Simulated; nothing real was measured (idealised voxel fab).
process module | voxel self aligned vias
cross-section cut | 270 nm wide | cells 5 nm
A cross-section is a grid of square cells, given in bands from the top down. A band is one or more rows of cells.
Each band's line starts with the height of the band's top and of its bottom, in nm. Then come its materials from left to right, each with its width in nm. One material with "throughout" fills the band from edge to edge. "air" is empty space.
Height 0 is the level under which the wafer as received is all one material. The lowest band goes on downwards, as in "0 down".
A width such as "30 to 40" changes by the same amount from each row of cells to the next, from the band's top row to its bottom row.
"no change" after a step means that no cell of the cross-section changed.
closed voids: empty space of 8 cells or more with no open way to the top, each as width x height at its distance from the left edge, in nm
after a step's settings: what the simulator itself notes on the step
overlay nm, on a step with a mask: how far to the right of its planned place the mask lay; to the left if negative
plan
1 op RECEIVE | material Si
2 op CONFORMAL_DEP | material SiO2 | thk nm 15
3 op CONFORMAL_DEP | material SiCN | thk nm 5
4 op DIRECTIONAL_DEP | material lowk | thk nm 30
5 op MASKED_ETCH | tone open | mask id LINES | width nm 25 | pitch nm 75 | etch materials lowk | depth nm 30 | overlay nm 0
6 op CONFORMAL_DEP | material TiN | thk nm 5
7 op FILL_DEP | material W | thk nm 10
8 op CMP | height nm 50
9 op SELECTIVE_ETCH | etch materials W Ru TiN | depth nm 5
10 op FILL_DEP | material SiN | thk nm 5
11 op CMP | height nm 50
12 op DIRECTIONAL_DEP | material lowk | thk nm 15
13 op MASKED_ETCH | tone open | mask id VIAS | width nm 45 | pitch nm 75 | etch materials lowk | depth nm 15 | overlay nm 0
14 op MASKED_ETCH | tone open | mask id VIAS | width nm 45 | pitch nm 75 | etch materials SiN | depth nm 5 | overlay nm 0
15 op CONFORMAL_DEP | material TiN | thk nm 5
16 op FILL_DEP | material Cu | thk nm 10
17 op CMP | height nm 65
18 op CONFORMAL_DEP | material SiN | thk nm 5
as received, after step 1
  0 down: Si throughout
  closed voids: none
a wafer at the end: this start, this plan, one mistake
  70 to 65: SiN throughout
  65 to 55: Cu 30 | TiN 5 | lowk 45 | TiN 5 | Cu 20 | TiN 5 | lowk 45 | TiN 5 | Cu 20 | TiN 5 | lowk 45 | TiN 5 | Cu 35
  55 to 50: TiN 35 | lowk 45 | TiN 30 | lowk 45 | TiN 30 | lowk 45 | TiN 40
  50 to 45: lowk 45 | SiN 25 | lowk 50 | SiN 25 | lowk 50 | SiN 25 | lowk 50
  45 to 25: lowk 45 | TiN 5 | W 15 | TiN 5 | lowk 50 | TiN 5 | W 15 | TiN 5 | lowk 50 | TiN 5 | W 15 | TiN 5 | lowk 50
  25 to 20: lowk 45 | TiN 25 | lowk 50 | TiN 25 | lowk 50 | TiN 25 | lowk 50
  20 to 15: SiCN throughout
  15 to 0: SiO2 throughout
  0 down: Si throughout
  closed voids: none
what went wrong: step 13 ran as: op MASKED_ETCH | tone cover | mask id VIAS | width nm 45 | pitch nm 75 | etch materials lowk | depth nm 15 | overlay nm 0
